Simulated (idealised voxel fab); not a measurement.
The process module presented herein is designated voxel plated lines.
265 nm wide, 5 nm square cells: that's cross-section cut.
Cross-section layout: square cells on a grid; listed as bands, top to bottom; a band spans one or more cell rows.
Top height, bottom height, nm. Materials left to right, width each, nm. Single material + "full width" = fills band edge to edge. "empty" = empty.
Height 0 is the level under which the wafer as received is all one material. The lowest band goes on downwards, as in "0 -> down".
It should be noted that a width expressed as "30->40" varies in equal increments from row to row of cells within the band, taking the value of the first number at the top row and that of the second number at the bottom row.
What does "all unchanged" mean for a step? It means no cell of the cross-section changed in that step.
Closed empty spaces (no open way to the top) of 8 cells or more are what "Sealed-off cavities" lists, each as width x height at distance from the left edge, nm for all three.
That trailing text on a step's line, after the settings, is the simulator's own remark on the step.
Among the settings permitted on a step's line is "overlay nm"; applied to a step with a mask, it specifies the extent to which the mask lay to the right of its planned position, whereas a negative figure signifies a position to the left.

PLANNED STEP LIST FOR THE PROCESS
1,RECEIVE (material Si)
2,CONFORMAL_DEP (material Al2O3; thk nm 10)
3,DIRECTIONAL_DEP (material TiN; thk nm 5)
4,PATTERN (tone open; mask id LINES; material resist; width nm 15; pitch nm 35; thk nm 20; overlay nm 0)
5,EPI (material Ru; thk nm 5)
6,STRIP (etch materials resist)
7,DIRECTIONAL_ETCH (etch materials TiN; depth nm 5)
8,CONFORMAL_DEP (material SiN; thk nm 10)

WAFER AS RECEIVED: CROSS-SECTION FOLLOWING STEP 1
0 -> down = Si full width
Sealed-off cavities: none

THE FOLLOWING CROSS-SECTION DEPICTS THE WAFER UPON CONCLUSION OF THE MODULE. PROCESSING COMMENCED FROM THE STARTING CONDITION ILLUSTRATED ABOVE AND ADHERED TO THE PLAN ILLUSTRATED ABOVE, SAVE FOR ONE MISTAKE IN EXECUTION
25 -> 20 = empty 85, then SiN 25, then empty 10, then SiN 25, then empty 10, then SiN 25, then empty 85
20 -> 15 = empty 85, then SiN 5, then Ru 15, then SiN 5, then empty 10, then SiN 5, then Ru 15, then SiN 5, then empty 10, then SiN 5, then Ru 15, then SiN 5, then empty 85
15 -> 10 = SiN 90, then TiN 15, then SiN 20, then TiN 15, then SiN 20, then TiN 15, then SiN 90
10 -> 0 = Al2O3 full width
0 -> down = Si full width
Sealed-off cavities: none
Deviation from plan: step 8 was run on a setting that differed from the plan, and what really ran there is CONFORMAL_DEP (material SiN; thk nm 5)
